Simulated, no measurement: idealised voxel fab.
process module | voxel ribs on slabs
cross-section cut | 175 nm wide | cells 5 nm
A cross-section is a grid of square cells, given in bands from the top down. A band is one or more rows of cells.
Each band's line starts with the height of the band's top and of its bottom, in nm. Then come its materials from left to right, each with its width in nm. One material with "throughout" fills the band from edge to edge. "air" is empty space.
Height 0 is the level under which the wafer as received is all one material. The lowest band goes on downwards, as in "0 down".
A width such as "30 to 40" changes by the same amount from each row of cells to the next, from the band's top row to its bottom row.
"no change" after a step means that no cell of the cross-section changed.
closed voids: empty space of 8 cells or more with no open way to the top, each as width x height at its distance from the left edge, in nm
after a step's settings: what the simulator itself notes on the step
overlay nm, on a step with a mask: how far to the right of its planned place the mask lay; to the left if negative
plan
1 op RECEIVE | material Si
2 op DIRECTIONAL_DEP | material SiO2 | thk nm 25
3 op DIRECTIONAL_DEP | material SiN | thk nm 15
4 op MASKED_ETCH | tone cover | mask id RIB | width nm 30 | etch materials SiN | depth nm 10 | overlay nm 0
5 op DIRECTIONAL_DEP | material aC | thk nm 10
6 op PATTERN | tone cover | mask id SLAB | material resist | width nm 60 | thk nm 30 | overlay nm 0
7 op DIRECTIONAL_ETCH | etch materials aC | depth nm 10
8 op STRIP | etch materials resist
9 op DIRECTIONAL_ETCH | etch materials SiN | depth nm 5
10 op STRIP | etch materials aC
11 op FILL_DEP | material SiO2 | thk nm 20
12 op CMP | height nm 55
13 op DIRECTIONAL_DEP | material TiN | thk nm 10
14 op MASKED_ETCH | tone cover | mask id HEATER | width nm 40 | etch materials TiN | depth nm 10 | overlay nm 0
15 op CONFORMAL_DEP | material SiN | thk nm 10
first wafer, as planned
as received, after step 1
  0 down: Si throughout
  closed voids: none
after step 2
  25 to 0: SiO2 throughout
  below 0: unchanged
after step 3
  40 to 25: SiN throughout
  below 25: unchanged
after step 4
  40 to 30: air 70 | SiN 30 | air 75
  below 30: unchanged
after step 5
  50 to 40: air 70 | aC 30 | air 75
  40 to 30: aC 70 | SiN 30 | aC 75
  below 30: unchanged
after step 6
  80 to 50: air 55 | resist 60 | air 60
  50 to 40: air 55 | resist 15 | aC 30 | resist 15 | air 60
  below 40: unchanged
after step 7
  70 to 50: air 55 | resist 60 | air 60
  50 to 40: air 55 | resist 15 | aC 30 | resist 15 | air 60
  40 to 30: air 55 | aC 15 | SiN 30 | aC 15 | air 60
  below 30: unchanged
after step 8
  50 to 40: air 70 | aC 30 | air 75
  below 40: unchanged
after step 9
  50 to 40: air 70 | aC 30 | air 75
  40 to 30: air 55 | aC 15 | SiN 30 | aC 15 | air 60
  30 to 25: air 55 | SiN 60 | air 60
  below 25: unchanged
after step 10
  40 to 30: air 70 | SiN 30 | air 75
  below 30: unchanged
after step 11
  60 to 40: SiO2 throughout
  40 to 30: SiO2 70 | SiN 30 | SiO2 75
  30 to 25: SiO2 55 | SiN 60 | SiO2 60
  below 25: unchanged
after step 12
  55 to 40: SiO2 throughout
  below 40: unchanged
after step 13
  65 to 55: TiN throughout
  below 55: unchanged
after step 14
  65 to 55: air 65 | TiN 40 | air 70
  below 55: unchanged
after step 15
  75 to 65: air 55 | SiN 60 | air 60
  65 to 55: SiN 65 | TiN 40 | SiN 70
  below 55: unchanged
second wafer: like start, like plan, one mistake. Through step 2 it matches the first wafer
when step 3 should have ended
  55 to 25: SiN throughout
  below 25: unchanged
when step 4 should have ended
  55 to 45: air 70 | SiN 30 | air 75
  below 45: unchanged
when step 5 should have ended
  65 to 55: air 70 | aC 30 | air 75
  55 to 45: aC 70 | SiN 30 | aC 75
  below 45: unchanged
when step 6 should have ended
  95 to 65: air 55 | resist 60 | air 60
  65 to 55: air 55 | resist 15 | aC 30 | resist 15 | air 60
  below 55: unchanged
when step 7 should have ended
  85 to 65: air 55 | resist 60 | air 60
  65 to 55: air 55 | resist 15 | aC 30 | resist 15 | air 60
  55 to 45: air 55 | aC 15 | SiN 30 | aC 15 | air 60
  below 45: unchanged
when step 8 should have ended
  65 to 55: air 70 | aC 30 | air 75
  below 55: unchanged
when step 9 should have ended
  65 to 55: air 70 | aC 30 | air 75
  55 to 45: air 55 | aC 15 | SiN 30 | aC 15 | air 60
  45 to 40: air 55 | SiN 60 | air 60
  below 40: unchanged
when step 10 should have ended
  55 to 45: air 70 | SiN 30 | air 75
  below 45: unchanged
when step 11 should have ended
  75 to 55: SiO2 throughout
  55 to 45: SiO2 70 | SiN 30 | SiO2 75
  45 to 40: SiO2 55 | SiN 60 | SiO2 60
  below 40: unchanged
when step 12 should have ended
  55 to 45: SiO2 70 | SiN 30 | SiO2 75
  below 45: unchanged
when step 13 should have ended
  65 to 55: TiN throughout
  below 55: unchanged
when step 14 should have ended
  65 to 55: air 65 | TiN 40 | air 70
  below 55: unchanged
when step 15 should have ended
  75 to 65: air 55 | SiN 60 | air 60
  65 to 55: SiN 65 | TiN 40 | SiN 70
  below 55: unchanged
what went wrong: step 3 was run twice
at the end the second wafer has, in cells: 105 more of SiN | 105 fewer of SiO2
